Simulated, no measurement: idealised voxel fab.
Proc. module: voxel wiring stack
Displayed cross-section: cut, width of 205 nm, square cells sized 5 nm.
Cross-section format: a grid of square cells, given as bands from top to bottom; each band is one or more rows of cells.
Each band's line starts with the height of the band's top and of its bottom, in nm. Then come its materials from left to right, each with its width in nm. One material with "edge to edge" fills the band from edge to edge. "blank" is empty space.
Height datum 0, below which the as-received substrate wafer is one material. Lowest band open at the bottom, running downward: "top 0, no bottom".
Width "30 to 40": first value at the band's top row of cells, second value at its bottom row, equal change from row to row.
"same as before" -> step changed no cross-section cell.
"Closed void list": empty spaces of 8 cells or more with no open way to the top, each given as width x height at distance, distance from the left edge, all in nm.
Read whatever lies past the settings on a step's line as the simulator's own remark about the step.
"overlay nm" answers the question of how far to the right of plan the mask lay on a step that has a mask, and when it is negative the answer is to the left.
Planned step list for the process
1 RECEIVE, material Si
2 CONFORMAL_DEP, material SiO2, thk nm 10
3 CONFORMAL_DEP, material SiCN, thk nm 5
4 DIRECTIONAL_DEP, material lowk, thk nm 25
5 DIRECTIONAL_DEP, material aC, thk nm 15
6 PATTERN, tone open, mask id METAL_1, material resist, width nm 20, pitch nm 45, thk nm 35, overlay nm 0
7 DIRECTIONAL_ETCH, etch materials aC, depth nm 15
8 STRIP, etch materials resist
9 DIRECTIONAL_ETCH, etch materials lowk, depth nm 25
10 DIRECTIONAL_ETCH, etch materials SiCN, depth nm 5
11 STRIP, etch materials aC
12 CONFORMAL_DEP, material TiN, thk nm 5
13 FILL_DEP, material Ru, thk nm 5
14 CMP, height nm 40
15 CONFORMAL_DEP, material SiCN, thk nm 5
16 DIRECTIONAL_DEP, material lowk, thk nm 15
17 DIRECTIONAL_DEP, material aC, thk nm 10
18 PATTERN, tone open, mask id PLUG_1, material resist, width nm 15, thk nm 25, overlay nm 0
19 DIRECTIONAL_ETCH, etch materials aC, depth nm 10
20 STRIP, etch materials resist
21 DIRECTIONAL_ETCH, etch materials lowk, depth nm 15
22 DIRECTIONAL_ETCH, etch materials SiCN, depth nm 5
23 STRIP, etch materials aC
24 CONFORMAL_DEP, material TiN, thk nm 5
25 FILL_DEP, material Ru, thk nm 10
26 CMP, height nm 60
27 DIRECTIONAL_DEP, material TiN, thk nm 5
28 DIRECTIONAL_DEP, material Ru, thk nm 20
29 DIRECTIONAL_DEP, material aC, thk nm 10
30 PATTERN, tone cover, mask id METAL_2, material resist, width nm 20, pitch nm 45, thk nm 25, overlay nm 0
31 DIRECTIONAL_ETCH, etch materials aC, depth nm 10
32 STRIP, etch materials resist
33 DIRECTIONAL_ETCH, etch materials Ru, depth nm 20
34 DIRECTIONAL_ETCH, etch materials TiN, depth nm 5
35 STRIP, etch materials aC
36 CONFORMAL_DEP, material SiCN, thk nm 5
37 FILL_DEP, material lowk, thk nm 5
38 CMP, height nm 85
39 CONFORMAL_DEP, material SiCN, thk nm 5
40 DIRECTIONAL_DEP, material lowk, thk nm 10
41 PATTERN, tone open, mask id PLUG_2, material resist, width nm 15, pitch nm 45, thk nm 15, overlay nm 0
42 DIRECTIONAL_ETCH, etch materials lowk, depth nm 10
43 DIRECTIONAL_ETCH, etch materials SiCN, depth nm 5
44 STRIP, etch materials resist
45 CONFORMAL_DEP, material TiN, thk nm 5
46 FILL_DEP, material Cu, thk nm 5
47 CMP, height nm 100
48 DIRECTIONAL_DEP, material TiN, thk nm 5
49 DIRECTIONAL_DEP, material Ru, thk nm 15
50 DIRECTIONAL_DEP, material aC, thk nm 15
51 PATTERN, tone cover, mask id METAL_3, material resist, width nm 15, pitch nm 45, thk nm 30, overlay nm 0
52 DIRECTIONAL_ETCH, etch materials aC, depth nm 15
53 STRIP, etch materials resist
54 DIRECTIONAL_ETCH, etch materials Ru, depth nm 15
55 DIRECTIONAL_ETCH, etch materials TiN, depth nm 5
56 STRIP, etch materials aC
57 FILL_DEP, material lowk, thk nm 5
58 CMP, height nm 120
59 CONFORMAL_DEP, material SiN, thk nm 5
Wafers differ in width nm at step 51; plan lists the first wafer's value; identical starting state.
Step 1 complete: as-received cross-section of the first of several wafers
> top 0, no bottom = Si edge to edge
> Closed void list: none
Cross-section of the first of several wafers once the module has run through its last step, step 59
> top 125, bottom 120 = SiN edge to edge
> top 120, bottom 105 = 75 nm lowk | 15 nm Ru | 30 nm lowk | 15 nm Ru | 70 nm lowk
> top 105, bottom 100 = 75 nm lowk | 15 nm TiN | 30 nm lowk | 15 nm TiN | 70 nm lowk
> top 100, bottom 90 = 70 nm lowk | 5 nm TiN | 5 nm Cu | 5 nm TiN | 30 nm lowk | 5 nm TiN | 5 nm Cu | 5 nm TiN | 75 nm lowk
> top 90, bottom 85 = 70 nm SiCN | 15 nm TiN | 30 nm SiCN | 15 nm TiN | 75 nm SiCN
> top 85, bottom 65 = 65 nm lowk | 5 nm SiCN | 20 nm Ru | 5 nm SiCN | 15 nm lowk | 5 nm SiCN | 20 nm Ru | 5 nm SiCN | 65 nm lowk
> top 65, bottom 60 = 70 nm SiCN | 20 nm TiN | 25 nm SiCN | 20 nm TiN | 70 nm SiCN
> top 60, bottom 45 = 70 nm lowk | 5 nm TiN | 5 nm Ru | 5 nm TiN | 120 nm lowk
> top 45, bottom 40 = 70 nm SiCN | 15 nm TiN | 120 nm SiCN
> top 40, bottom 15 = 70 nm lowk | 5 nm TiN | 10 nm Ru | 5 nm TiN | 25 nm lowk | 5 nm TiN | 10 nm Ru | 5 nm TiN | 70 nm lowk
> top 15, bottom 10 = 70 nm SiCN | 20 nm TiN | 25 nm SiCN | 20 nm TiN | 70 nm SiCN
> top 10, bottom 0 = SiO2 edge to edge
> top 0, no bottom = Si edge to edge
> Closed void list: none
End of module, last wafer sectioned
> top 125, bottom 120 = SiN edge to edge
> top 120, bottom 105 = 65 nm lowk | 30 nm Ru | 15 nm lowk | 30 nm Ru | 65 nm lowk
> top 105, bottom 100 = 65 nm lowk | 30 nm TiN | 15 nm lowk | 30 nm TiN | 65 nm lowk
> top 100, bottom 90 = 70 nm lowk | 5 nm TiN | 5 nm Cu | 5 nm TiN | 30 nm lowk | 5 nm TiN | 5 nm Cu | 5 nm TiN | 75 nm lowk
> top 90, bottom 85 = 70 nm SiCN | 15 nm TiN | 30 nm SiCN | 15 nm TiN | 75 nm SiCN
> top 85, bottom 65 = 65 nm lowk | 5 nm SiCN | 20 nm Ru | 5 nm SiCN | 15 nm lowk | 5 nm SiCN | 20 nm Ru | 5 nm SiCN | 65 nm lowk
> top 65, bottom 60 = 70 nm SiCN | 20 nm TiN | 25 nm SiCN | 20 nm TiN | 70 nm SiCN
> top 60, bottom 45 = 70 nm lowk | 5 nm TiN | 5 nm Ru | 5 nm TiN | 120 nm lowk
> top 45, bottom 40 = 70 nm SiCN | 15 nm TiN | 120 nm SiCN
> top 40, bottom 15 = 70 nm lowk | 5 nm TiN | 10 nm Ru | 5 nm TiN | 25 nm lowk | 5 nm TiN | 10 nm Ru | 5 nm TiN | 70 nm lowk
> top 15, bottom 10 = 70 nm SiCN | 20 nm TiN | 25 nm SiCN | 20 nm TiN | 70 nm SiCN
> top 10, bottom 0 = SiO2 edge to edge
> top 0, no bottom = Si edge to edge
> Closed void list: none
Here is how to read the rows: every wafer has a row, and it shows the wafer at the end of the module, giving for each material how many cells were gained (+) or lost (-) since the wafer was received, then listing its closed voids
width nm 15; +4 Cu; +73 Ru; +155 SiCN; +41 SiN; +82 SiO2; +65 TiN; +605 lowk; Closed void list: none
width nm 20; +4 Cu; +79 Ru; +155 SiCN; +41 SiN; +82 SiO2; +67 TiN; +597 lowk; Closed void list: none
width nm 25; +4 Cu; +85 Ru; +155 SiCN; +41 SiN; +82 SiO2; +69 TiN; +589 lowk; Closed void list: none
width nm 30; +4 Cu; +91 Ru; +155 SiCN; +41 SiN; +82 SiO2; +71 TiN; +581 lowk; Closed void list: none
